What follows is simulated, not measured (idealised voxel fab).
Presented below is a process module, voxel gate over fins.
For reference, the cross-section in this document is cut, with width 295 nm and square cells of 5 nm.
Throughout this document, each cross-section is represented as a grid of square cells and is presented as a sequence of bands enumerated from the top downward, where a band comprises one or more rows of cells.
What a band's entry tells you: where the top is and where the bottom is, as heights in nm, and after that what lies inside, material by material from left to right, each with its width in nm. Empty space is written as the word "empty", and a single material marked with the word "full width" occupies the band from edge to edge.
Measure heights from 0. That's the level where, below it, the as-received wafer is all one material. The lowest band is bottomless and extends downward; write it as in "0 down".
It should be noted that a width expressed as "30 to 40" varies in equal increments from row to row of cells within the band, taking the value of the first number at the top row and that of the second number at the bottom row.
"no alterations made" -> step changed no cross-section cell.
Entry "Closed void listing" = empty spaces >= 8 cells with no open way to the top; each as width x height at distance, distance from left edge, all nm.
If you see something after the settings on a step's line, that's the simulator's own remark about that step.
overlay nm: right-of-plan distance of the mask on a masked step; negative values mean left-of-plan.

THE STEPS PLANNED FOR THE PROCESS ARE AS FOLLOWS
1 RECEIVE,material Si
2 CONFORMAL_DEP,material SiN,thk nm 10
3 MASKED_ETCH,tone cover,mask id FINS,width nm 15,pitch nm 55,etch materials SiN,depth nm 10,overlay nm 0
4 MASKED_ETCH,tone cover,mask id FINS,width nm 15,pitch nm 55,etch materials Si,depth nm 30,overlay nm 0
5 OXIDIZE,depth nm 5
6 FILL_DEP,material SiO2,thk nm 5
7 CMP,height nm 10
8 MASKED_ETCH,tone open,mask id RAIL,width nm 15,etch materials SiO2,depth nm 35,overlay nm 0
9 CONFORMAL_DEP,material TiN,thk nm 5
10 FILL_DEP,material W,thk nm 10
11 CMP,height nm 10
12 SELECTIVE_ETCH,etch materials W Ru TiN,depth nm 30
13 FILL_DEP,material SiO2,thk nm 5
14 CMP,height nm 10
15 SELECTIVE_ETCH,etch materials SiO2,depth nm 25
16 STRIP,etch materials SiN
17 CONFORMAL_DEP,material HfO2,thk nm 5
18 CONFORMAL_DEP,material TiN,thk nm 5
19 FILL_DEP,material W,thk nm 10
20 CMP,height nm 15
21 CONFORMAL_DEP,material SiN,thk nm 5

WAFER CROSS-SECTION ON RECEIPT, I.E. AFTER STEP 1
> 0 down = Si full width
> Closed void listing: none

CROSS-SECTION TAKEN AT MODULE COMPLETION ON THE FIRST OF TWO WAFERS; PROCESSED PER THE PLAN
> 20 to 15 = SiN full width
> 15 to 10 = W full width
> 10 to 5 = 105 W, then 25 TiN, then 30 W, then 25 TiN, then 110 W
> 5 to 0 = 105 W, then 5 TiN, then 15 HfO2, then 5 TiN, then 30 W, then 5 TiN, then 15 HfO2, then 5 TiN, then 110 W
> 0 to -5 = 105 W, then 5 TiN, then 5 HfO2, then 5 Si, then 5 HfO2, then 5 TiN, then 30 W, then 5 TiN, then 5 HfO2, then 5 Si, then 5 HfO2, then 5 TiN, then 110 W
> -5 to -10 = 110 TiN, then 5 HfO2, then 5 Si, then 5 HfO2, then 40 TiN, then 5 HfO2, then 5 Si, then 5 HfO2, then 115 TiN
> -10 to -15 = 115 HfO2, then 5 Si, then 50 HfO2, then 5 Si, then 120 HfO2
> -15 to -20 = 115 SiO2, then 5 Si, then 50 SiO2, then 5 Si, then 120 SiO2
> -20 to -25 = 115 SiO2, then 5 Si, then 15 SiO2, then 15 TiN, then 20 SiO2, then 5 Si, then 120 SiO2
> -25 to -35 = 115 SiO2, then 5 Si, then 50 SiO2, then 5 Si, then 120 SiO2
> -35 down = Si full width
> Closed void listing: none

WHAT THE SECOND WAFER LOOKS LIKE IN CROSS-SECTION ONCE THE MODULE IS DONE. ITS START AND ITS PLAN MATCHED THE FIRST WAFER'S EXACTLY; WHAT DIFFERED WAS ONE MISTAKE IN HOW IT WAS RUN
> 20 to 15 = SiN full width
> 15 to 10 = W full width
> 10 to 5 = 105 W, then 25 HfO2, then 30 W, then 25 HfO2, then 110 W
> 5 to 0 = 105 W, then 5 HfO2, then 15 TiN, then 5 HfO2, then 30 W, then 5 HfO2, then 15 TiN, then 5 HfO2, then 110 W
> 0 to -5 = 105 W, then 5 HfO2, then 5 TiN, then 5 Si, then 5 TiN, then 5 HfO2, then 30 W, then 5 HfO2, then 5 TiN, then 5 Si, then 5 TiN, then 5 HfO2, then 110 W
> -5 to -10 = 110 HfO2, then 5 TiN, then 5 Si, then 5 TiN, then 40 HfO2, then 5 TiN, then 5 Si, then 5 TiN, then 115 HfO2
> -10 to -15 = 115 TiN, then 5 Si, then 50 TiN, then 5 Si, then 120 TiN
> -15 to -20 = 115 SiO2, then 5 Si, then 50 SiO2, then 5 Si, then 120 SiO2
> -20 to -25 = 115 SiO2, then 5 Si, then 15 SiO2, then 15 TiN, then 20 SiO2, then 5 Si, then 120 SiO2
> -25 to -35 = 115 SiO2, then 5 Si, then 50 SiO2, then 5 Si, then 120 SiO2
> -35 down = Si full width
> Closed void listing: none
Run error: order of steps 17 and 18 inverted relative to the plan
Cell counts per material: same on both final wafers. Positions: different.
